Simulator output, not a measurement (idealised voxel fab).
process module | voxel transistor to metal
cross-section cut | 180 nm wide | cells 5 nm
A cross-section is a grid of square cells, given in bands from the top down. A band is one or more rows of cells.
Each band's line starts with the height of the band's top and of its bottom, in nm. Then come its materials from left to right, each with its width in nm. One material with "throughout" fills the band from edge to edge. "air" is empty space.
Height 0 is the level under which the wafer as received is all one material. The lowest band goes on downwards, as in "0 down".
A width such as "30 to 40" changes by the same amount from each row of cells to the next, from the band's top row to its bottom row.
"no change" after a step means that no cell of the cross-section changed.
closed voids: empty space of 8 cells or more with no open way to the top, each as width x height at its distance from the left edge, in nm
after a step's settings: what the simulator itself notes on the step
overlay nm, on a step with a mask: how far to the right of its planned place the mask lay; to the left if negative
plan
1 op RECEIVE | material Si
2 op CONFORMAL_DEP | material SiO2 | thk nm 5
3 op CONFORMAL_DEP | material SiN | thk nm 10
4 op MASKED_ETCH | tone cover | mask id ACTIVE | width nm 105 | etch materials SiN | depth nm 10 | overlay nm 0
5 op MASKED_ETCH | tone cover | mask id ACTIVE | width nm 105 | etch materials SiO2 | depth nm 5 | overlay nm 0
6 op MASKED_ETCH | tone cover | mask id ACTIVE | width nm 105 | etch materials Si | depth nm 35 | overlay nm 0
7 op FILL_DEP | material SiO2 | thk nm 15
8 op CMP | height nm 15
9 op SELECTIVE_ETCH | etch materials SiO2 | depth nm 5
10 op STRIP | etch materials SiN
11 op SELECTIVE_ETCH | etch materials SiO2 | depth nm 5
12 op OXIDIZE | depth nm 5
13 op DIRECTIONAL_DEP | material polySi | thk nm 20
14 op DIRECTIONAL_DEP | material SiCN | thk nm 10
15 op MASKED_ETCH | tone cover | mask id GATE | width nm 25 | etch materials SiCN | depth nm 20 | overlay nm 0
16 op MASKED_ETCH | tone cover | mask id GATE | width nm 25 | etch materials polySi | depth nm 30 | overlay nm 0
17 op CONFORMAL_DEP | material SiN | thk nm 10
18 op DIRECTIONAL_ETCH | etch materials SiN | depth nm 10
19 op DIRECTIONAL_ETCH | etch materials SiO2 | depth nm 5
20 op DIRECTIONAL_ETCH | etch materials Si | depth nm 10
21 op EPI | material nSi | thk nm 10
22 op FILL_DEP | material SiO2 | thk nm 5
23 op CMP | height nm 30
24 op DIRECTIONAL_DEP | material SiO2 | thk nm 15
25 op PATTERN | tone open | mask id CONTACT | material resist | width nm 30 | pitch nm 65 | thk nm 15 | overlay nm 0
26 op DIRECTIONAL_ETCH | etch materials SiO2 | depth nm 50
27 op STRIP | etch materials resist
28 op CONFORMAL_DEP | material TiN | thk nm 5
29 op FILL_DEP | material W | thk nm 5
30 op CMP | height nm 45
31 op CONFORMAL_DEP | material SiCN | thk nm 5
32 op DIRECTIONAL_DEP | material lowk | thk nm 25
33 op PATTERN | tone open | mask id METAL_1 | material resist | width nm 15 | pitch nm 80 | thk nm 20 | overlay nm 0
34 op DIRECTIONAL_ETCH | etch materials lowk | depth nm 25
35 op DIRECTIONAL_ETCH | etch materials SiCN | depth nm 5
36 op STRIP | etch materials resist
37 op CONFORMAL_DEP | material TiN | thk nm 5
38 op FILL_DEP | material W | thk nm 10
39 op CMP | height nm 75
40 op CONFORMAL_DEP | material SiCN | thk nm 5
41 op DIRECTIONAL_DEP | material SiO2 | thk nm 35
42 op MASKED_ETCH | tone open | mask id METAL_2 | width nm 15 | pitch nm 80 | etch materials SiO2 | depth nm 20 | overlay nm 0
43 op DIRECTIONAL_DEP | material aC | thk nm 10
44 op PATTERN | tone open | mask id METAL_2_HOLES | material resist | width nm 15 | pitch nm 80 | thk nm 25 | overlay nm 0
45 op DIRECTIONAL_ETCH | etch materials aC | depth nm 10
46 op STRIP | etch materials resist
47 op DIRECTIONAL_ETCH | etch materials SiO2 | depth nm 15
48 op DIRECTIONAL_ETCH | etch materials SiCN | depth nm 5
49 op STRIP | etch materials aC
50 op CONFORMAL_DEP | material TiN | thk nm 5
51 op FILL_DEP | material Cu | thk nm 10
52 op CMP | height nm 115
53 op CONFORMAL_DEP | material SiCN | thk nm 5
as received, after step 1
  0 down: Si throughout
  closed voids: none
a wafer at the end: this start, this plan, one mistake
  120 to 115: SiCN throughout
  115 to 110: SiCN 40 | TiN 15 | SiCN 65 | TiN 15 | SiCN 45
  110 to 75: SiO2 throughout
  75 to 50: lowk 40 | TiN 5 | W 5 | TiN 5 | lowk 65 | TiN 5 | W 5 | TiN 5 | lowk 45
  50 to 45: SiCN 40 | TiN 15 | SiCN 65 | TiN 15 | SiCN 45
  45 to 35: SiO2 40 | TiN 5 | W 20 | TiN 5 | SiO2 35 | TiN 5 | W 20 | TiN 5 | SiO2 45
  35 to 30: SiO2 40 | TiN 5 | W 15 | TiN 10 | SiO2 35 | TiN 10 | W 15 | TiN 5 | SiO2 45
  30 to 20: SiO2 40 | TiN 5 | W 15 | TiN 5 | SiN 10 | SiCN 25 | SiN 10 | TiN 5 | W 15 | TiN 5 | SiO2 45
  20 to 10: SiO2 40 | TiN 5 | W 15 | TiN 5 | SiN 10 | polySi 25 | SiN 10 | TiN 5 | W 15 | TiN 5 | SiO2 45
  10 to 5: SiO2 40 | TiN 25 | SiN 10 | polySi 25 | SiN 10 | TiN 25 | SiO2 45
  5 to 0: SiO2 30 | SiN 10 | nSi 10 | TiN 5 | nSi 10 | SiN 10 | polySi 25 | SiN 10 | nSi 10 | TiN 5 | nSi 10 | SiN 10 | SiO2 35
  0 to -5: SiO2 40 | nSi 10 | TiN 5 | nSi 10 | SiO2 45 | nSi 10 | TiN 5 | nSi 10 | SiO2 45
  -5 to -15: SiO2 35 | Si 5 | nSi 25 | Si 45 | nSi 25 | Si 5 | SiO2 40
  -15 to -35: SiO2 35 | Si 105 | SiO2 40
  -35 down: Si throughout
  closed voids: none
what went wrong: steps 40 and 41 were swapped
